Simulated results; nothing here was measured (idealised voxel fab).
The process module presented herein is designated voxel wiring stack.
The figure presents cross-section cut, which has a width of 240 nm and is divided into square cells with an edge length of 5 nm.
Just so we're on the same page, the cross-sections are grids of square cells, and they're listed out in bands top to bottom, each band one or more rows deep.
Look at the band entry: it leads with the top's height and the bottom's height in nm. Then it lists the materials left to right, with a width in nm for each. The word "edge to edge" on a single material says that material fills the band edge to edge. The word "blank" is empty space.
Height is counted from the level 0, under which the received wafer is composed throughout of one material. The lowest of the bands is not closed at the bottom but continues downward, in the notation "from 0 down".
Quick explanation for "30 to 40": the width changes in equal steps down the rows of cells, from the first number in the band's top row to the second number in its bottom row.
Step note "no change" = no cross-section cell changed.
"Cavities, closed" specifies each empty space that is not open to the top and that occupies no fewer than 8 cells, using the form width x height at distance, the distance measured from the left edge and all three quantities in nm.
Formally, on a step line, whatever follows the settings is a remark that the simulator itself makes on the step.
The optional step-line setting "overlay nm" applies to steps with a mask and quantifies how far to the right of its planned location the mask lay, a negative value indicating leftward placement.

PROCESS STEPS (PLANNED)
| 1 | RECEIVE with material Si |
| 2 | CONFORMAL_DEP with material SiO2, thk nm 10 |
| 3 | DIRECTIONAL_DEP with material TiN, thk nm 5 |
| 4 | DIRECTIONAL_DEP with material Ru, thk nm 20 |
| 5 | MASKED_ETCH with tone cover, mask id METAL_1, width nm 20, pitch nm 40, etch materials Ru, depth nm 20, overlay nm 0 |
| 6 | MASKED_ETCH with tone cover, mask id METAL_1, width nm 20, pitch nm 40, etch materials TiN, depth nm 5, overlay nm 0 |
| 7 | FILL_DEP with material SiO2, thk nm 5 |
| 8 | CMP with height nm 35 |
| 9 | CONFORMAL_DEP with material SiCN, thk nm 5 |
| 10 | DIRECTIONAL_DEP with material lowk, thk nm 10 |
| 11 | MASKED_ETCH with tone open, mask id PLUG_1, width nm 15, pitch nm 80, etch materials lowk, depth nm 10, overlay nm 0 |
| 12 | MASKED_ETCH with tone open, mask id PLUG_1, width nm 15, pitch nm 80, etch materials SiCN, depth nm 5, overlay nm 0 |
| 13 | CONFORMAL_DEP with material TiN, thk nm 5 |
| 14 | FILL_DEP with material Ru, thk nm 10 |
| 15 | CMP with height nm 50 |
| 16 | DIRECTIONAL_DEP with material TiN, thk nm 5 |
| 17 | DIRECTIONAL_DEP with material Ru, thk nm 20 |
| 18 | PATTERN with tone cover, mask id METAL_2, material resist, width nm 20, pitch nm 40, thk nm 20, overlay nm 0 |
| 19 | DIRECTIONAL_ETCH with etch materials Ru, depth nm 20 |
| 20 | DIRECTIONAL_ETCH with etch materials TiN, depth nm 5 |
| 21 | STRIP with etch materials resist |
| 22 | CONFORMAL_DEP with material SiCN, thk nm 5 |
| 23 | FILL_DEP with material lowk, thk nm 5 |
| 24 | CMP with height nm 75 |
| 25 | CONFORMAL_DEP with material SiCN, thk nm 5 |

WAFER, FIRST OF TWO, RUN AS PLANNED

SHOWN IN CROSS-SECTION IS THE WAFER AS RECEIVED, THAT IS, AS IT STANDS AFTER STEP 1
from 0 down | Si edge to edge
Cavities, closed: none

AFTER STEP 2
from 10 to 0 | SiO2 edge to edge
Whatever lies below 0 is exactly as it was before.

AFTER STEP 3
from 15 to 10 | TiN edge to edge
Whatever lies below 10 is exactly as it was before.

AFTER STEP 4
from 35 to 15 | Ru edge to edge
Whatever lies below 15 is exactly as it was before.

AFTER STEP 5
from 35 to 15 | 70 blank, 20 Ru, 20 blank, 20 Ru, 20 blank, 20 Ru, 70 blank
Whatever lies below 15 is exactly as it was before.

AFTER STEP 6
from 35 to 15 | 70 blank, 20 Ru, 20 blank, 20 Ru, 20 blank, 20 Ru, 70 blank
from 15 to 10 | 70 blank, 20 TiN, 20 blank, 20 TiN, 20 blank, 20 TiN, 70 blank
Whatever lies below 10 is exactly as it was before.

AFTER STEP 7
from 40 to 35 | SiO2 edge to edge
from 35 to 15 | 70 SiO2, 20 Ru, 20 SiO2, 20 Ru, 20 SiO2, 20 Ru, 70 SiO2
from 15 to 10 | 70 SiO2, 20 TiN, 20 SiO2, 20 TiN, 20 SiO2, 20 TiN, 70 SiO2
Whatever lies below 10 is exactly as it was before.

AFTER STEP 8
from 35 to 15 | 70 SiO2, 20 Ru, 20 SiO2, 20 Ru, 20 SiO2, 20 Ru, 70 SiO2
Whatever lies below 15 is exactly as it was before.

AFTER STEP 9
from 40 to 35 | SiCN edge to edge
Whatever lies below 35 is exactly as it was before.

AFTER STEP 10
from 50 to 40 | lowk edge to edge
Whatever lies below 40 is exactly as it was before.

AFTER STEP 11
from 50 to 40 | 70 lowk, 15 blank, 65 lowk, 15 blank, 75 lowk
Whatever lies below 40 is exactly as it was before.

AFTER STEP 12
from 50 to 40 | 70 lowk, 15 blank, 65 lowk, 15 blank, 75 lowk
from 40 to 35 | 70 SiCN, 15 blank, 65 SiCN, 15 blank, 75 SiCN
Whatever lies below 35 is exactly as it was before.

AFTER STEP 13
from 55 to 50 | 75 TiN, 5 blank, 75 TiN, 5 blank, 80 TiN
from 50 to 40 | 70 lowk, 5 TiN, 5 blank, 5 TiN, 65 lowk, 5 TiN, 5 blank, 5 TiN, 75 lowk
from 40 to 35 | 70 SiCN, 15 TiN, 65 SiCN, 15 TiN, 75 SiCN
Whatever lies below 35 is exactly as it was before.

AFTER STEP 14
from 65 to 55 | Ru edge to edge
from 55 to 50 | 75 TiN, 5 Ru, 75 TiN, 5 Ru, 80 TiN
from 50 to 40 | 70 lowk, 5 TiN, 5 Ru, 5 TiN, 65 lowk, 5 TiN, 5 Ru, 5 TiN, 75 lowk
Whatever lies below 40 is exactly as it was before.

AFTER STEP 15
from 50 to 40 | 70 lowk, 5 TiN, 5 Ru, 5 TiN, 65 lowk, 5 TiN, 5 Ru, 5 TiN, 75 lowk
Whatever lies below 40 is exactly as it was before.

AFTER STEP 16
from 55 to 50 | TiN edge to edge
Whatever lies below 50 is exactly as it was before.

AFTER STEP 17
from 75 to 55 | Ru edge to edge
Whatever lies below 55 is exactly as it was before.

AFTER STEP 18
from 95 to 75 | 70 blank, 20 resist, 20 blank, 20 resist, 20 blank, 20 resist, 70 blank
Whatever lies below 75 is exactly as it was before.

AFTER STEP 19
from 95 to 75 | 70 blank, 20 resist, 20 blank, 20 resist, 20 blank, 20 resist, 70 blank
from 75 to 55 | 70 blank, 20 Ru, 20 blank, 20 Ru, 20 blank, 20 Ru, 70 blank
Whatever lies below 55 is exactly as it was before.

AFTER STEP 20
from 95 to 75 | 70 blank, 20 resist, 20 blank, 20 resist, 20 blank, 20 resist, 70 blank
from 75 to 55 | 70 blank, 20 Ru, 20 blank, 20 Ru, 20 blank, 20 Ru, 70 blank
from 55 to 50 | 70 blank, 20 TiN, 20 blank, 20 TiN, 20 blank, 20 TiN, 70 blank
Whatever lies below 50 is exactly as it was before.

AFTER STEP 21
from 75 to 55 | 70 blank, 20 Ru, 20 blank, 20 Ru, 20 blank, 20 Ru, 70 blank
Whatever lies below 55 is exactly as it was before.

AFTER STEP 22
from 80 to 75 | 65 blank, 30 SiCN, 10 blank, 30 SiCN, 10 blank, 30 SiCN, 65 blank
from 75 to 55 | 65 blank, 5 SiCN, 20 Ru, 5 SiCN, 10 blank, 5 SiCN, 20 Ru, 5 SiCN, 10 blank, 5 SiCN, 20 Ru, 5 SiCN, 65 blank
from 55 to 50 | 70 SiCN, 20 TiN, 20 SiCN, 20 TiN, 20 SiCN, 20 TiN, 70 SiCN
Whatever lies below 50 is exactly as it was before.

AFTER STEP 23
from 85 to 80 | lowk edge to edge
from 80 to 75 | 65 lowk, 30 SiCN, 10 lowk, 30 SiCN, 10 lowk, 30 SiCN, 65 lowk
from 75 to 55 | 65 lowk, 5 SiCN, 20 Ru, 5 SiCN, 10 lowk, 5 SiCN, 20 Ru, 5 SiCN, 10 lowk, 5 SiCN, 20 Ru, 5 SiCN, 65 lowk
Whatever lies below 55 is exactly as it was before.

AFTER STEP 24
from 75 to 55 | 65 lowk, 5 SiCN, 20 Ru, 5 SiCN, 10 lowk, 5 SiCN, 20 Ru, 5 SiCN, 10 lowk, 5 SiCN, 20 Ru, 5 SiCN, 65 lowk
Whatever lies below 55 is exactly as it was before.

AFTER STEP 25
from 80 to 75 | SiCN edge to edge
Whatever lies below 75 is exactly as it was before.

WHAT FOLLOWS CONCERNS THE SECOND WAFER, WHICH STARTED OUT LIKE THE FIRST AND WAS MEANT TO FOLLOW THE VERY SAME PLAN; ONE MISTAKE CREPT IN WHEN IT WAS RUN, BUT EVERYTHING UP TO AND INCLUDING STEP 23 IS THE SAME AS FOR THE FIRST WAFER

CROSS-SECTION OF THE SECOND WAFER WHEN, ACCORDING TO PLAN, STEP 24 SHOULD HAVE FINISHED
from 65 to 55 | 65 lowk, 5 SiCN, 20 Ru, 5 SiCN, 10 lowk, 5 SiCN, 20 Ru, 5 SiCN, 10 lowk, 5 SiCN, 20 Ru, 5 SiCN, 65 lowk
Whatever lies below 55 is exactly as it was before.

CROSS-SECTION OF THE SECOND WAFER WHEN, ACCORDING TO PLAN, STEP 25 SHOULD HAVE FINISHED
from 70 to 65 | SiCN edge to edge
Whatever lies below 65 is exactly as it was before.
Want to know what went wrong? contrary to plan, step 24 was performed as CMP with height nm 65
Wrapping up, a cell-based count of both wafers puts the second over or under the first for these materials: -24 Ru; -12 SiCN; -60 lowk
